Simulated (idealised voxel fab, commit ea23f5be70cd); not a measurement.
process module | voxel trench capacitor
cross-section cut | 190 nm wide | cells 5 nm
A cross-section is a grid of square cells, given in bands from the top down. A band is one or more rows of cells.
Each band's line starts with the height of the band's top and of its bottom, in nm. Then come its materials from left to right, each with its width in nm. One material with "throughout" fills the band from edge to edge. "air" is empty space.
Height 0 is the level under which the wafer as received is all one material. The lowest band goes on downwards, as in "0 down".
A width such as "30 to 40" changes by the same amount from each row of cells to the next, from the band's top row to its bottom row.
"no change" after a step means that no cell of the cross-section changed.
closed voids: empty space of 8 cells or more with no open way to the top, each as width x height at its distance from the left edge, in nm
after a step's settings: what the simulator itself notes on the step
overlay nm, on a step with a mask: how far to the right of its planned place the mask lay; to the left if negative
plan
1 op RECEIVE | material Si
2 op CONFORMAL_DEP | material SiN | thk nm 5
3 op PATTERN | tone open | mask id TRENCH | material resist | width nm 25 | pitch nm 55 | thk nm 20 | overlay nm 0
4 op DIRECTIONAL_ETCH | etch materials SiN | depth nm 5
5 op DIRECTIONAL_ETCH | etch materials Si | depth nm 35
6 op STRIP | etch materials resist
7 op CONFORMAL_DEP | material HfO2 | thk nm 5
8 op CONFORMAL_DEP | material TiN | thk nm 5
9 op FILL_DEP | material W | thk nm 5
10 op CMP | height nm 5
as received, after step 1
  0 down: Si throughout
  closed voids: none
first wafer at the end, as planned
  5 to 0: SiN 55 | HfO2 5 | TiN 5 | W 5 | TiN 5 | HfO2 5 | SiN 30 | HfO2 5 | TiN 5 | W 5 | TiN 5 | HfO2 5 | SiN 55
  0 to -25: Si 55 | HfO2 5 | TiN 5 | W 5 | TiN 5 | HfO2 5 | Si 30 | HfO2 5 | TiN 5 | W 5 | TiN 5 | HfO2 5 | Si 55
  -25 to -30: Si 55 | HfO2 5 | TiN 15 | HfO2 5 | Si 30 | HfO2 5 | TiN 15 | HfO2 5 | Si 55
  -30 to -35: Si 55 | HfO2 25 | Si 30 | HfO2 25 | Si 55
  -35 down: Si throughout
  closed voids: none
second wafer at the end: like start, like plan, one mistake
  5 to 0: SiN 55 | HfO2 5 | TiN 5 | W 10 | TiN 5 | HfO2 5 | SiN 25 | HfO2 5 | TiN 5 | W 10 | TiN 5 | HfO2 5 | SiN 50
  0 to -25: Si 55 | HfO2 5 | TiN 5 | W 10 | TiN 5 | HfO2 5 | Si 25 | HfO2 5 | TiN 5 | W 10 | TiN 5 | HfO2 5 | Si 50
  -25 to -30: Si 55 | HfO2 5 | TiN 20 | HfO2 5 | Si 25 | HfO2 5 | TiN 20 | HfO2 5 | Si 50
  -30 to -35: Si 55 | HfO2 30 | Si 25 | HfO2 30 | Si 50
  -35 down: Si throughout
  closed voids: none
what went wrong: step 3 ran as: op PATTERN | tone open | mask id TRENCH | material resist | width nm 30 | pitch nm 55 | thk nm 20 | overlay nm 0
at the end the second wafer has, in cells: 2 more of HfO2 | 14 fewer of Si | 2 fewer of SiN | 2 more of TiN | 12 more of W
